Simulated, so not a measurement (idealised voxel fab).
Process module, titled voxel wiring stack
Section cut is 160 nm wide and gridded with 5 nm square cells.
Bands, listed from the top down, are how a cross-section gets written in this document; the cross-section itself is a grid of square cells, and a band is one or more rows of them. Band: top and bottom heights (nm) first, top before bottom; then materials from left to right, widths in nm. "edge to edge" marks a sole material filling the band edge to edge. "empty" denotes empty space. Note: height 0 marks the level under which the wafer is uniformly one material as received. Lowest band unbounded below, written "from 0 down". Width spec "30 to 40" -> top row of cells at first value, bottom row at second value, equal per-row change in between. A step reported as "no change occurred" is a step in which no cell of the cross-section changed. You'll see "Non-vented voids" listing empty spaces that have no way open to the top, as long as they're 8 cells or more; the notation is width x height at distance, where the distance is from the left edge, and all of it is in nm. Post-settings text on a step line: simulator's own remark regarding the step. On any step carrying a mask, the "overlay nm" setting, if present on the step's line, tells how far right of its planned place the mask lay; negative values point to the left. Reading key. Pairs: pre-step and post-step cross-section, one process step apart; post-step view only to lowest changed band. Step between + settings: beneath pair. Runs: pairs may be from different runs of this module, same starting wafer. Continuation from pair above: only where "Pre-process" entry says.
Pre-process:
* from 40 to 35  SiO2=10, SiCN=5, Ru=20, SiCN=5, SiO2=5, SiCN=5, Ru=20, SiCN=5, SiO2=5, SiCN=5, Ru=20, SiCN=5, SiO2=5, SiCN=5, Ru=20, SiCN=5, SiO2=15
* from 35 to 30  SiCN=15, TiN=20, SiCN=15, TiN=20, SiCN=15, TiN=20, SiCN=15, TiN=20, SiCN=20
* from 30 to 0  SiO2 edge to edge
* from 0 down  Si edge to edge
* Non-vented voids: none
Section, Post-Step:
* from 45 to 40  SiCN edge to edge
* Under the height 40 nothing was changed.
* Non-vented voids: none
Which operation links the two cross-sections above? CONFORMAL_DEP, material SiCN, thk nm 5
Pre-process: this step begins from the cross-section that the pair just above shows after its step.
Section, Post-Step:
* from 75 to 45  lowk edge to edge
* Under the height 45 nothing was changed.
* Non-vented voids: none
Which operation links the two cross-sections above? DIRECTIONAL_DEP, material lowk, thk nm 30
Pre-process: this step begins from the cross-section that the pair just above shows after its step.
Section, Post-Step:
* from 75 to 55  lowk=15, empty=20, lowk=15, empty=20, lowk=15, empty=20, lowk=15, empty=20, lowk=20
* Under the height 55 nothing was changed.
* Non-vented voids: none
Which operation links the two cross-sections above? MASKED_ETCH, tone open, mask id METAL_2, width nm 20, pitch nm 35, etch materials lowk, depth nm 20, overlay nm 0
Pre-process: this step begins from the cross-section that the pair just above shows after its step.
Section, Post-Step:
* from 85 to 75  aC=15, empty=20, aC=15, empty=20, aC=15, empty=20, aC=15, empty=20, aC=20
* from 75 to 65  lowk=15, empty=20, lowk=15, empty=20, lowk=15, empty=20, lowk=15, empty=20, lowk=20
* from 65 to 55  lowk=15, aC=20, lowk=15, aC=20, lowk=15, aC=20, lowk=15, aC=20, lowk=20
* Under the height 55 nothing was changed.
* Non-vented voids: none
Which operation links the two cross-sections above? DIRECTIONAL_DEP, material aC, thk nm 10
Pre-process: this step begins from the cross-section that the pair just above shows after its step.
Section, Post-Step:
* from 115 to 85  resist=15, empty=15, resist=55, empty=15, resist=60
* from 85 to 75  aC=15, empty=15, resist=5, aC=15, resist=20, aC=15, empty=15, resist=5, aC=15, resist=20, aC=20
* from 75 to 65  lowk=15, empty=15, resist=5, lowk=15, resist=20, lowk=15, empty=15, resist=5, lowk=15, resist=20, lowk=20
* Under the height 65 nothing was changed.
* Non-vented voids: none
Which operation links the two cross-sections above? PATTERN, tone open, mask id METAL_2_HOLES, material resist, width nm 15, pitch nm 70, thk nm 30, overlay nm 0
Pre-process: this step begins from the cross-section that the pair just above shows after its step.
Section, Post-Step:
* from 105 to 85  resist=15, empty=15, resist=55, empty=15, resist=60
* from 85 to 75  aC=15, empty=15, resist=5, aC=15, resist=20, aC=15, empty=15, resist=5, aC=15, resist=20, aC=20
* from 75 to 65  lowk=15, empty=15, resist=5, lowk=15, resist=20, lowk=15, empty=15, resist=5, lowk=15, resist=20, lowk=20
* from 65 to 55  lowk=15, empty=15, aC=5, lowk=15, aC=20, lowk=15, empty=15, aC=5, lowk=15, aC=20, lowk=20
* Under the height 55 nothing was changed.
* Non-vented voids: none
Which operation links the two cross-sections above? DIRECTIONAL_ETCH, etch materials aC, depth nm 10
Pre-process: this step begins from the cross-section that the pair just above shows after its step.
Section, Post-Step:
* from 85 to 75  aC=15, empty=20, aC=15, empty=20, aC=15, empty=20, aC=15, empty=20, aC=20
* from 75 to 65  lowk=15, empty=20, lowk=15, empty=20, lowk=15, empty=20, lowk=15, empty=20, lowk=20
* Under the height 65 nothing was changed.
* Non-vented voids: none
Which operation links the two cross-sections above? STRIP, etch materials resist
Pre-process: this step begins from the cross-section that the pair just above shows after its step.
Section, Post-Step:
* from 85 to 75  aC=15, empty=20, aC=15, empty=20, aC=15, empty=20, aC=15, empty=20, aC=20
* from 75 to 65  lowk=15, empty=20, lowk=15, empty=20, lowk=15, empty=20, lowk=15, empty=20, lowk=20
* from 65 to 55  lowk=15, empty=15, aC=5, lowk=15, aC=20, lowk=15, empty=15, aC=5, lowk=15, aC=20, lowk=20
* from 55 to 45  lowk=15, empty=15, lowk=55, empty=15, lowk=60
* Under the height 45 nothing was changed.
* Non-vented voids: none
Which operation links the two cross-sections above? DIRECTIONAL_ETCH, etch materials lowk, depth nm 10
Pre-process: this step begins from the cross-section that the pair just above shows after its step.
Section, Post-Step:
* from 85 to 75  aC=15, empty=20, aC=15, empty=20, aC=15, empty=20, aC=15, empty=20, aC=20
* from 75 to 65  lowk=15, empty=20, lowk=15, empty=20, lowk=15, empty=20, lowk=15, empty=20, lowk=20
* from 65 to 55  lowk=15, empty=15, aC=5, lowk=15, aC=20, lowk=15, empty=15, aC=5, lowk=15, aC=20, lowk=20
* from 55 to 45  lowk=15, empty=15, lowk=55, empty=15, lowk=60
* from 45 to 40  SiCN=15, empty=15, SiCN=55, empty=15, SiCN=60
* Under the height 40 nothing was changed.
* Non-vented voids: none
Which operation links the two cross-sections above? DIRECTIONAL_ETCH, etch materials SiCN, depth nm 5
Pre-process: this step begins from the cross-section that the pair just above shows after its step.
Section, Post-Step:
* from 75 to 55  lowk=15, empty=20, lowk=15, empty=20, lowk=15, empty=20, lowk=15, empty=20, lowk=20
* Under the height 55 nothing was changed.
* Non-vented voids: none
Which operation links the two cross-sections above? STRIP, etch materials aC
Pre-process: this step begins from the cross-section that the pair just above shows after its step.
Section, Post-Step:
* from 80 to 75  TiN=20, empty=10, TiN=25, empty=10, TiN=25, empty=10, TiN=25, empty=10, TiN=25
* from 75 to 60  lowk=15, TiN=5, empty=10, TiN=5, lowk=15, TiN=5, empty=10, TiN=5, lowk=15, TiN=5, empty=10, TiN=5, lowk=15, TiN=5, empty=10, TiN=5, lowk=20
* from 60 to 55  lowk=15, TiN=5, empty=5, TiN=10, lowk=15, TiN=20, lowk=15, TiN=5, empty=5, TiN=10, lowk=15, TiN=20, lowk=20
* from 55 to 45  lowk=15, TiN=5, empty=5, TiN=5, lowk=55, TiN=5, empty=5, TiN=5, lowk=60
* from 45 to 40  SiCN=15, TiN=15, SiCN=55, TiN=15, SiCN=60
* Under the height 40 nothing was changed.
* Non-vented voids: none
Which operation links the two cross-sections above? CONFORMAL_DEP, material TiN, thk nm 5
Pre-process: this step begins from the cross-section that the pair just above shows after its step.
Section, Post-Step:
* from 90 to 80  Cu edge to edge
* from 80 to 75  TiN=20, Cu=10, TiN=25, Cu=10, TiN=25, Cu=10, TiN=25, Cu=10, TiN=25
* from 75 to 60  lowk=15, TiN=5, Cu=10, TiN=5, lowk=15, TiN=5, Cu=10, TiN=5, lowk=15, TiN=5, Cu=10, TiN=5, lowk=15, TiN=5, Cu=10, TiN=5, lowk=20
* from 60 to 55  lowk=15, TiN=5, Cu=5, TiN=10, lowk=15, TiN=20, lowk=15, TiN=5, Cu=5, TiN=10, lowk=15, TiN=20, lowk=20
* from 55 to 45  lowk=15, TiN=5, Cu=5, TiN=5, lowk=55, TiN=5, Cu=5, TiN=5, lowk=60
* Under the height 45 nothing was changed.
* Non-vented voids: none
Which operation links the two cross-sections above? FILL_DEP, material Cu, thk nm 10
Pre-process: this step begins from the cross-section that the pair just above shows after its step.
Section, Post-Step:
* from 75 to 60  lowk=15, TiN=5, Cu=10, TiN=5, lowk=15, TiN=5, Cu=10, TiN=5, lowk=15, TiN=5, Cu=10, TiN=5, lowk=15, TiN=5, Cu=10, TiN=5, lowk=20
* Under the height 60 nothing was changed.
* Non-vented voids: none
Which operation links the two cross-sections above? CMP, height nm 75
Pre-process: this step begins from the cross-section that the pair just above shows after its step.
Section, Post-Step:
* from 80 to 75  SiN edge to edge
* Under the height 75 nothing was changed.
* Non-vented voids: none
Which operation links the two cross-sections above? CONFORMAL_DEP, material SiN, thk nm 5
Pre-process:
* from 5 to 0  TiN edge to edge
* from 0 down  Si edge to edge
* Non-vented voids: none
Section, Post-Step:
* from 20 to 5  SiO2 edge to edge
* Under the height 5 nothing was changed.
* Non-vented voids: none
Which operation links the two cross-sections above? CONFORMAL_DEP, material SiO2, thk nm 15
Pre-process: this step begins from the cross-section that the pair just above shows after its step.
Section, Post-Step:
* from 40 to 20  Ru edge to edge
* Under the height 20 nothing was changed.
* Non-vented voids: none
Which operation links the two cross-sections above? DIRECTIONAL_DEP, material Ru, thk nm 20
Pre-process: this step begins from the cross-section that the pair just above shows after its step.
Section, Post-Step:
* from 55 to 40  aC edge to edge
* Under the height 40 nothing was changed.
* Non-vented voids: none
Which operation links the two cross-sections above? DIRECTIONAL_DEP, material aC, thk nm 15
Pre-process: this step begins from the cross-section that the pair just above shows after its step.
Section, Post-Step:
* from 90 to 55  empty=15, resist=20, empty=15, resist=20, empty=15, resist=20, empty=15, resist=20, empty=20
* Under the height 55 nothing was changed.
* Non-vented voids: none
Which operation links the two cross-sections above? PATTERN, tone cover, mask id METAL_1, material resist, width nm 20, pitch nm 35, thk nm 35, overlay nm 0
Pre-process: this step begins from the cross-section that the pair just above shows after its step.
Section, Post-Step:
* from 75 to 55  empty=15, resist=20, empty=15, resist=20, empty=15, resist=20, empty=15, resist=20, empty=20
* from 55 to 40  empty=15, aC=20, empty=15, aC=20, empty=15, aC=20, empty=15, aC=20, empty=20
* Under the height 40 nothing was changed.
* Non-vented voids: none
Which operation links the two cross-sections above? DIRECTIONAL_ETCH, etch materials aC, depth nm 15
Pre-process: this step begins from the cross-section that the pair just above shows after its step.
Section, Post-Step:
* from 55 to 40  empty=15, aC=20, empty=15, aC=20, empty=15, aC=20, empty=15, aC=20, empty=20
* Under the height 40 nothing was changed.
* Non-vented voids: none
Which operation links the two cross-sections above? STRIP, etch materials resist
Pre-process: this step begins from the cross-section that the pair just above shows after its step.
Section, Post-Step:
* from 55 to 40  empty=15, aC=20, empty=15, aC=20, empty=15, aC=20, empty=15, aC=20, empty=20
* from 40 to 20  empty=15, Ru=20, empty=15, Ru=20, empty=15, Ru=20, empty=15, Ru=20, empty=20
* Under the height 20 nothing was changed.
* Non-vented voids: none
Which operation links the two cross-sections above? DIRECTIONAL_ETCH, etch materials Ru, depth nm 20
Pre-process: this step begins from the cross-section that the pair just above shows after its step.
Section, Post-Step:
* from 40 to 20  empty=15, Ru=20, empty=15, Ru=20, empty=15, Ru=20, empty=15, Ru=20, empty=20
* Under the height 20 nothing was changed.
* Non-vented voids: none
Which operation links the two cross-sections above? STRIP, etch materials aC
Pre-process: this step begins from the cross-section that the pair just above shows after its step.
Section, Post-Step:
* from 45 to 40  empty=10, SiCN=30, empty=5, SiCN=30, empty=5, SiCN=30, empty=5, SiCN=30, empty=15
* from 40 to 25  empty=10, SiCN=5, Ru=20, SiCN=5, empty=5, SiCN=5, Ru=20, SiCN=5, empty=5, SiCN=5, Ru=20, SiCN=5, empty=5, SiCN=5, Ru=20, SiCN=5, empty=15
* from 25 to 20  SiCN=15, Ru=20, SiCN=15, Ru=20, SiCN=15, Ru=20, SiCN=15, Ru=20, SiCN=20
* Under the height 20 nothing was changed.
* Non-vented voids: none
Which operation links the two cross-sections above? CONFORMAL_DEP, material SiCN, thk nm 5
Pre-process: this step begins from the cross-section that the pair just above shows after its step.
Section, Post-Step:
* from 55 to 45  SiO2 edge to edge
* from 45 to 40  SiO2=10, SiCN=30, SiO2=5, SiCN=30, SiO2=5, SiCN=30, SiO2=5, SiCN=30, SiO2=15
* from 40 to 25  SiO2=10, SiCN=5, Ru=20, SiCN=5, SiO2=5, SiCN=5, Ru=20, SiCN=5, SiO2=5, SiCN=5, Ru=20, SiCN=5, SiO2=5, SiCN=5, Ru=20, SiCN=5, SiO2=15
* Under the height 25 nothing was changed.
* Non-vented voids: none
Which operation links the two cross-sections above? FILL_DEP, material SiO2, thk nm 10
Pre-process: this step begins from the cross-section that the pair just above shows after its step.
Section, Post-Step:
* from 40 to 25  SiO2=10, SiCN=5, Ru=20, SiCN=5, SiO2=5, SiCN=5, Ru=20, SiCN=5, SiO2=5, SiCN=5, Ru=20, SiCN=5, SiO2=5, SiCN=5, Ru=20, SiCN=5, SiO2=15
* Under the height 25 nothing was changed.
* Non-vented voids: none
Which operation links the two cross-sections above? CMP, height nm 40
Pre-process: this step begins from the cross-section that the pair just above shows after its step.
Section, Post-Step:
* from 45 to 40  SiCN edge to edge
* Under the height 40 nothing was changed.
* Non-vented voids: none
Which operation links the two cross-sections above? CONFORMAL_DEP, material SiCN, thk nm 5
Pre-process: this step begins from the cross-section that the pair just above shows after its step.
Section, Post-Step:
* from 75 to 45  lowk edge to edge
* Under the height 45 nothing was changed.
* Non-vented voids: none
Which operation links the two cross-sections above? DIRECTIONAL_DEP, material lowk, thk nm 30
Pre-process: this step begins from the cross-section that the pair just above shows after its step.
Section, Post-Step:
* from 75 to 55  lowk=15, empty=20, lowk=15, empty=20, lowk=15, empty=20, lowk=15, empty=20, lowk=20
* Under the height 55 nothing was changed.
* Non-vented voids: none
Which operation links the two cross-sections above? MASKED_ETCH, tone open, mask id METAL_2, width nm 20, pitch nm 35, etch materials lowk, depth nm 20, overlay nm 0
Pre-process: this step begins from the cross-section that the pair just above shows after its step.
Section, Post-Step:
* from 85 to 75  aC=15, empty=20, aC=15, empty=20, aC=15, empty=20, aC=15, empty=20, aC=20
* from 75 to 65  lowk=15, empty=20, lowk=15, empty=20, lowk=15, empty=20, lowk=15, empty=20, lowk=20
* from 65 to 55  lowk=15, aC=20, lowk=15, aC=20, lowk=15, aC=20, lowk=15, aC=20, lowk=20
* Under the height 55 nothing was changed.
* Non-vented voids: none
Which operation links the two cross-sections above? DIRECTIONAL_DEP, material aC, thk nm 10
Pre-process: this step begins from the cross-section that the pair just above shows after its step.
Section, Post-Step:
* from 115 to 85  resist=15, empty=15, resist=55, empty=15, resist=60
* from 85 to 75  aC=15, empty=15, resist=5, aC=15, resist=20, aC=15, empty=15, resist=5, aC=15, resist=20, aC=20
* from 75 to 65  lowk=15, empty=15, resist=5, lowk=15, resist=20, lowk=15, empty=15, resist=5, lowk=15, resist=20, lowk=20
* Under the height 65 nothing was changed.
* Non-vented voids: none
Which operation links the two cross-sections above? PATTERN, tone open, mask id METAL_2_HOLES, material resist, width nm 15, pitch nm 70, thk nm 30, overlay nm 0
Pre-process: this step begins from the cross-section that the pair just above shows after its step.
Section, Post-Step:
* from 105 to 85  resist=15, empty=15, resist=55, empty=15, resist=60
* from 85 to 75  aC=15, empty=15, resist=5, aC=15, resist=20, aC=15, empty=15, resist=5, aC=15, resist=20, aC=20
* from 75 to 65  lowk=15, empty=15, resist=5, lowk=15, resist=20, lowk=15, empty=15, resist=5, lowk=15, resist=20, lowk=20
* from 65 to 55  lowk=15, empty=15, aC=5, lowk=15, aC=20, lowk=15, empty=15, aC=5, lowk=15, aC=20, lowk=20
* Under the height 55 nothing was changed.
* Non-vented voids: none
Which operation links the two cross-sections above? DIRECTIONAL_ETCH, etch materials aC, depth nm 10
Pre-process: this step begins from the cross-section that the pair just above shows after its step.
Section, Post-Step:
* from 85 to 75  aC=15, empty=20, aC=15, empty=20, aC=15, empty=20, aC=15, empty=20, aC=20
* from 75 to 65  lowk=15, empty=20, lowk=15, empty=20, lowk=15, empty=20, lowk=15, empty=20, lowk=20
* Under the height 65 nothing was changed.
* Non-vented voids: none
Which operation links the two cross-sections above? STRIP, etch materials resist
Pre-process: this step begins from the cross-section that the pair just above shows after its step.
Section, Post-Step:
* from 85 to 75  aC=15, empty=20, aC=15, empty=20, aC=15, empty=20, aC=15, empty=20, aC=20
* from 75 to 65  lowk=15, empty=20, lowk=15, empty=20, lowk=15, empty=20, lowk=15, empty=20, lowk=20
* from 65 to 55  lowk=15, empty=15, aC=5, lowk=15, aC=20, lowk=15, empty=15, aC=5, lowk=15, aC=20, lowk=20
* from 55 to 45  lowk=15, empty=15, lowk=55, empty=15, lowk=60
* Under the height 45 nothing was changed.
* Non-vented voids: none
Which operation links the two cross-sections above? DIRECTIONAL_ETCH, etch materials lowk, depth nm 10
Pre-process: this step begins from the cross-section that the pair just above shows after its step.
Section, Post-Step:
* from 85 to 75  aC=15, empty=20, aC=15, empty=20, aC=15, empty=20, aC=15, empty=20, aC=20
* from 75 to 65  lowk=15, empty=20, lowk=15, empty=20, lowk=15, empty=20, lowk=15, empty=20, lowk=20
* from 65 to 55  lowk=15, empty=15, aC=5, lowk=15, aC=20, lowk=15, empty=15, aC=5, lowk=15, aC=20, lowk=20
* from 55 to 45  lowk=15, empty=15, lowk=55, empty=15, lowk=60
* from 45 to 40  SiCN=15, empty=15, SiCN=55, empty=15, SiCN=60
* Under the height 40 nothing was changed.
* Non-vented voids: none
Which operation links the two cross-sections above? DIRECTIONAL_ETCH, etch materials SiCN, depth nm 5
Pre-process: this step begins from the cross-section that the pair just above shows after its step.
Section, Post-Step:
* from 75 to 55  lowk=15, empty=20, lowk=15, empty=20, lowk=15, empty=20, lowk=15, empty=20, lowk=20
* Under the height 55 nothing was changed.
* Non-vented voids: none
Which operation links the two cross-sections above? STRIP, etch materials aC
Pre-process: this step begins from the cross-section that the pair just above shows after its step.
Section, Post-Step:
* from 80 to 75  TiN=20, empty=10, TiN=25, empty=10, TiN=25, empty=10, TiN=25, empty=10, TiN=25
* from 75 to 60  lowk=15, TiN=5, empty=10, TiN=5, lowk=15, TiN=5, empty=10, TiN=5, lowk=15, TiN=5, empty=10, TiN=5, lowk=15, TiN=5, empty=10, TiN=5, lowk=20
* from 60 to 55  lowk=15, TiN=5, empty=5, TiN=10, lowk=15, TiN=20, lowk=15, TiN=5, empty=5, TiN=10, lowk=15, TiN=20, lowk=20
* from 55 to 45  lowk=15, TiN=5, empty=5, TiN=5, lowk=55, TiN=5, empty=5, TiN=5, lowk=60
* from 45 to 40  SiCN=15, TiN=15, SiCN=55, TiN=15, SiCN=60
* Under the height 40 nothing was changed.
* Non-vented voids: none
Which operation links the two cross-sections above? CONFORMAL_DEP, material TiN, thk nm 5
Pre-process: this step begins from the cross-section that the pair just above shows after its step.
Section, Post-Step:
* from 90 to 80  Cu edge to edge
* from 80 to 75  TiN=20, Cu=10, TiN=25, Cu=10, TiN=25, Cu=10, TiN=25, Cu=10, TiN=25
* from 75 to 60  lowk=15, TiN=5, Cu=10, TiN=5, lowk=15, TiN=5, Cu=10, TiN=5, lowk=15, TiN=5, Cu=10, TiN=5, lowk=15, TiN=5, Cu=10, TiN=5, lowk=20
* from 60 to 55  lowk=15, TiN=5, Cu=5, TiN=10, lowk=15, TiN=20, lowk=15, TiN=5, Cu=5, TiN=10, lowk=15, TiN=20, lowk=20
* from 55 to 45  lowk=15, TiN=5, Cu=5, TiN=5, lowk=55, TiN=5, Cu=5, TiN=5, lowk=60
* Under the height 45 nothing was changed.
* Non-vented voids: none
Which operation links the two cross-sections above? FILL_DEP, material Cu, thk nm 10
Pre-process: this step begins from the cross-section that the pair just above shows after its step.
Section, Post-Step:
* from 75 to 60  lowk=15, TiN=5, Cu=10, TiN=5, lowk=15, TiN=5, Cu=10, TiN=5, lowk=15, TiN=5, Cu=10, TiN=5, lowk=15, TiN=5, Cu=10, TiN=5, lowk=20
* Under the height 60 nothing was changed.
* Non-vented voids: none
Which operation links the two cross-sections above? CMP, height nm 75
Pre-process: this step begins from the cross-section that the pair just above shows after its step.
Section, Post-Step:
* from 80 to 75  SiN edge to edge
* Under the height 75 nothing was changed.
* Non-vented voids: none
Which operation links the two cross-sections above? CONFORMAL_DEP, material SiN, thk nm 5
Pre-process:
* from 40 to 20  empty=15, Ru=20, empty=15, Ru=20, empty=15, Ru=20, empty=15, Ru=20, empty=20
* from 20 to 15  empty=15, TiN=20, empty=15, TiN=20, empty=15, TiN=20, empty=15, TiN=20, empty=20
* from 15 to 0  SiO2 edge to edge
* from 0 down  Si edge to edge
* Non-vented voids: none
Section, Post-Step:
* from 55 to 40  SiCN=155, empty=5
* from 40 to 30  SiCN=15, Ru=20, SiCN=15, Ru=20, SiCN=15, Ru=20, SiCN=15, Ru=20, SiCN=15, empty=5
* from 30 to 20  SiCN=15, Ru=20, SiCN=15, Ru=20, SiCN=15, Ru=20, SiCN=15, Ru=20, SiCN=20
* from 20 to 15  SiCN=15, TiN=20, SiCN=15, TiN=20, SiCN=15, TiN=20, SiCN=15, TiN=20, SiCN=20
* Under the height 15 nothing was changed.
* Non-vented voids: none
Which operation links the two cross-sections above? CONFORMAL_DEP, material SiCN, thk nm 15
Pre-process: this step begins from the cross-section that the pair just above shows after its step.
Section, Post-Step:
* from 65 to 55  SiO2 edge to edge
* from 55 to 40  SiCN=155, SiO2=5
* from 40 to 30  SiCN=15, Ru=20, SiCN=15, Ru=20, SiCN=15, Ru=20, SiCN=15, Ru=20, SiCN=15, SiO2=5
* Under the height 30 nothing was changed.
* Non-vented voids: none
Which operation links the two cross-sections above? FILL_DEP, material SiO2, thk nm 10
Pre-process: this step begins from the cross-section that the pair just above shows after its step.
Section, Post-Step:
* from 40 to 30  SiCN=15, Ru=20, SiCN=15, Ru=20, SiCN=15, Ru=20, SiCN=15, Ru=20, SiCN=15, SiO2=5
* Under the height 30 nothing was changed.
* Non-vented voids: none
Which operation links the two cross-sections above? CMP, height nm 40
Pre-process: this step begins from the cross-section that the pair just above shows after its step.
Section, Post-Step:
* from 45 to 40  SiCN edge to edge
* Under the height 40 nothing was changed.
* Non-vented voids: none
Which operation links the two cross-sections above? CONFORMAL_DEP, material SiCN, thk nm 5
Pre-process: this step begins from the cross-section that the pair just above shows after its step.
Section, Post-Step:
* from 75 to 45  lowk edge to edge
* Under the height 45 nothing was changed.
* Non-vented voids: none
Which operation links the two cross-sections above? DIRECTIONAL_DEP, material lowk, thk nm 30
Pre-process: this step begins from the cross-section that the pair just above shows after its step.
Section, Post-Step:
* from 75 to 55  lowk=15, empty=20, lowk=15, empty=20, lowk=15, empty=20, lowk=15, empty=20, lowk=20
* Under the height 55 nothing was changed.
* Non-vented voids: none
Which operation links the two cross-sections above? MASKED_ETCH, tone open, mask id METAL_2, width nm 20, pitch nm 35, etch materials lowk, depth nm 20, overlay nm 0
Pre-process: this step begins from the cross-section that the pair just above shows after its step.
Section, Post-Step:
* from 85 to 75  aC=15, empty=20, aC=15, empty=20, aC=15, empty=20, aC=15, empty=20, aC=20
* from 75 to 65  lowk=15, empty=20, lowk=15, empty=20, lowk=15, empty=20, lowk=15, empty=20, lowk=20
* from 65 to 55  lowk=15, aC=20, lowk=15, aC=20, lowk=15, aC=20, lowk=15, aC=20, lowk=20
* Under the height 55 nothing was changed.
* Non-vented voids: none
Which operation links the two cross-sections above? DIRECTIONAL_DEP, material aC, thk nm 10
Pre-process: this step begins from the cross-section that the pair just above shows after its step.
Section, Post-Step:
* from 115 to 85  resist=15, empty=15, resist=55, empty=15, resist=60
* from 85 to 75  aC=15, empty=15, resist=5, aC=15, resist=20, aC=15, empty=15, resist=5, aC=15, resist=20, aC=20
* from 75 to 65  lowk=15, empty=15, resist=5, lowk=15, resist=20, lowk=15, empty=15, resist=5, lowk=15, resist=20, lowk=20
* Under the height 65 nothing was changed.
* Non-vented voids: none
Which operation links the two cross-sections above? PATTERN, tone open, mask id METAL_2_HOLES, material resist, width nm 15, pitch nm 70, thk nm 30, overlay nm 0
Pre-process: this step begins from the cross-section that the pair just above shows after its step.
Section, Post-Step:
* from 105 to 85  resist=15, empty=15, resist=55, empty=15, resist=60
* from 85 to 75  aC=15, empty=15, resist=5, aC=15, resist=20, aC=15, empty=15, resist=5, aC=15, resist=20, aC=20
* from 75 to 65  lowk=15, empty=15, resist=5, lowk=15, resist=20, lowk=15, empty=15, resist=5, lowk=15, resist=20, lowk=20
* from 65 to 55  lowk=15, empty=15, aC=5, lowk=15, aC=20, lowk=15, empty=15, aC=5, lowk=15, aC=20, lowk=20
* Under the height 55 nothing was changed.
* Non-vented voids: none
Which operation links the two cross-sections above? DIRECTIONAL_ETCH, etch materials aC, depth nm 10
Pre-process: this step begins from the cross-section that the pair just above shows after its step.
Section, Post-Step:
* from 85 to 75  aC=15, empty=20, aC=15, empty=20, aC=15, empty=20, aC=15, empty=20, aC=20
* from 75 to 65  lowk=15, empty=20, lowk=15, empty=20, lowk=15, empty=20, lowk=15, empty=20, lowk=20
* Under the height 65 nothing was changed.
* Non-vented voids: none
Which operation links the two cross-sections above? STRIP, etch materials resist
Pre-process: this step begins from the cross-section that the pair just above shows after its step.
Section, Post-Step:
* from 85 to 75  aC=15, empty=20, aC=15, empty=20, aC=15, empty=20, aC=15, empty=20, aC=20
* from 75 to 65  lowk=15, empty=20, lowk=15, empty=20, lowk=15, empty=20, lowk=15, empty=20, lowk=20
* from 65 to 55  lowk=15, empty=15, aC=5, lowk=15, aC=20, lowk=15, empty=15, aC=5, lowk=15, aC=20, lowk=20
* from 55 to 45  lowk=15, empty=15, lowk=55, empty=15, lowk=60
* Under the height 45 nothing was changed.
* Non-vented voids: none
Which operation links the two cross-sections above? DIRECTIONAL_ETCH, etch materials lowk, depth nm 10
Pre-process: this step begins from the cross-section that the pair just above shows after its step.
Section, Post-Step:
* from 85 to 75  aC=15, empty=20, aC=15, empty=20, aC=15, empty=20, aC=15, empty=20, aC=20
* from 75 to 65  lowk=15, empty=20, lowk=15, empty=20, lowk=15, empty=20, lowk=15, empty=20, lowk=20
* from 65 to 55  lowk=15, empty=15, aC=5, lowk=15, aC=20, lowk=15, empty=15, aC=5, lowk=15, aC=20, lowk=20
* from 55 to 45  lowk=15, empty=15, lowk=55, empty=15, lowk=60
* from 45 to 40  SiCN=15, empty=15, SiCN=55, empty=15, SiCN=60
* Under the height 40 nothing was changed.
* Non-vented voids: none
Which operation links the two cross-sections above? DIRECTIONAL_ETCH, etch materials SiCN, depth nm 5
Pre-process: this step begins from the cross-section that the pair just above shows after its step.
Section, Post-Step:
* from 75 to 55  lowk=15, empty=20, lowk=15, empty=20, lowk=15, empty=20, lowk=15, empty=20, lowk=20
* Under the height 55 nothing was changed.
* Non-vented voids: none
Which operation links the two cross-sections above? STRIP, etch materials aC
Pre-process: this step begins from the cross-section that the pair just above shows after its step.
Section, Post-Step:
* from 80 to 75  TiN=20, empty=10, TiN=25, empty=10, TiN=25, empty=10, TiN=25, empty=10, TiN=25
* from 75 to 60  lowk=15, TiN=5, empty=10, TiN=5, lowk=15, TiN=5, empty=10, TiN=5, lowk=15, TiN=5, empty=10, TiN=5, lowk=15, TiN=5, empty=10, TiN=5, lowk=20
* from 60 to 55  lowk=15, TiN=5, empty=5, TiN=10, lowk=15, TiN=20, lowk=15, TiN=5, empty=5, TiN=10, lowk=15, TiN=20, lowk=20
* from 55 to 45  lowk=15, TiN=5, empty=5, TiN=5, lowk=55, TiN=5, empty=5, TiN=5, lowk=60
* from 45 to 40  SiCN=15, TiN=15, SiCN=55, TiN=15, SiCN=60
* Under the height 40 nothing was changed.
* Non-vented voids: none
Which operation links the two cross-sections above? CONFORMAL_DEP, material TiN, thk nm 5
Pre-process: this step begins from the cross-section that the pair just above shows after its step.
Section, Post-Step:
* from 90 to 80  Cu edge to edge
* from 80 to 75  TiN=20, Cu=10, TiN=25, Cu=10, TiN=25, Cu=10, TiN=25, Cu=10, TiN=25
* from 75 to 60  lowk=15, TiN=5, Cu=10, TiN=5, lowk=15, TiN=5, Cu=10, TiN=5, lowk=15, TiN=5, Cu=10, TiN=5, lowk=15, TiN=5, Cu=10, TiN=5, lowk=20
* from 60 to 55  lowk=15, TiN=5, Cu=5, TiN=10, lowk=15, TiN=20, lowk=15, TiN=5, Cu=5, TiN=10, lowk=15, TiN=20, lowk=20
* from 55 to 45  lowk=15, TiN=5, Cu=5, TiN=5, lowk=55, TiN=5, Cu=5, TiN=5, lowk=60
* Under the height 45 nothing was changed.
* Non-vented voids: none
Which operation links the two cross-sections above? FILL_DEP, material Cu, thk nm 10
Pre-process: this step begins from the cross-section that the pair just above shows after its step.
Section, Post-Step:
* from 75 to 60  lowk=15, TiN=5, Cu=10, TiN=5, lowk=15, TiN=5, Cu=10, TiN=5, lowk=15, TiN=5, Cu=10, TiN=5, lowk=15, TiN=5, Cu=10, TiN=5, lowk=20
* Under the height 60 nothing was changed.
* Non-vented voids: none
Which operation links the two cross-sections above? CMP, height nm 75
Pre-process: this step begins from the cross-section that the pair just above shows after its step.
Section, Post-Step:
* from 80 to 75  SiN edge to edge
* Under the height 75 nothing was changed.
* Non-vented voids: none
Which operation links the two cross-sections above? CONFORMAL_DEP, material SiN, thk nm 5
Pre-process:
* from 55 to 40  aC edge to edge
* from 40 to 20  Ru edge to edge
* from 20 to 15  TiN edge to edge
* from 15 to 0  SiO2 edge to edge
* from 0 down  Si edge to edge
* Non-vented voids: none
Section, Post-Step:
* from 90 to 55  empty=20, resist=15, empty=20, resist=15, empty=20, resist=15, empty=20, resist=15, empty=20
* Under the height 55 nothing was changed.
* Non-vented voids: none
Which operation links the two cross-sections above? PATTERN, tone cover, mask id METAL_1, material resist, width nm 15, pitch nm 35, thk nm 35, overlay nm 0
Pre-process: this step begins from the cross-section that the pair just above shows after its step.
Section, Post-Step:
* from 75 to 55  empty=20, resist=15, empty=20, resist=15, empty=20, resist=15, empty=20, resist=15, empty=20
* from 55 to 40  empty=20, aC=15, empty=20, aC=15, empty=20, aC=15, empty=20, aC=15, empty=20
* Under the height 40 nothing was changed.
* Non-vented voids: none
Which operation links the two cross-sections above? DIRECTIONAL_ETCH, etch materials aC, depth nm 15
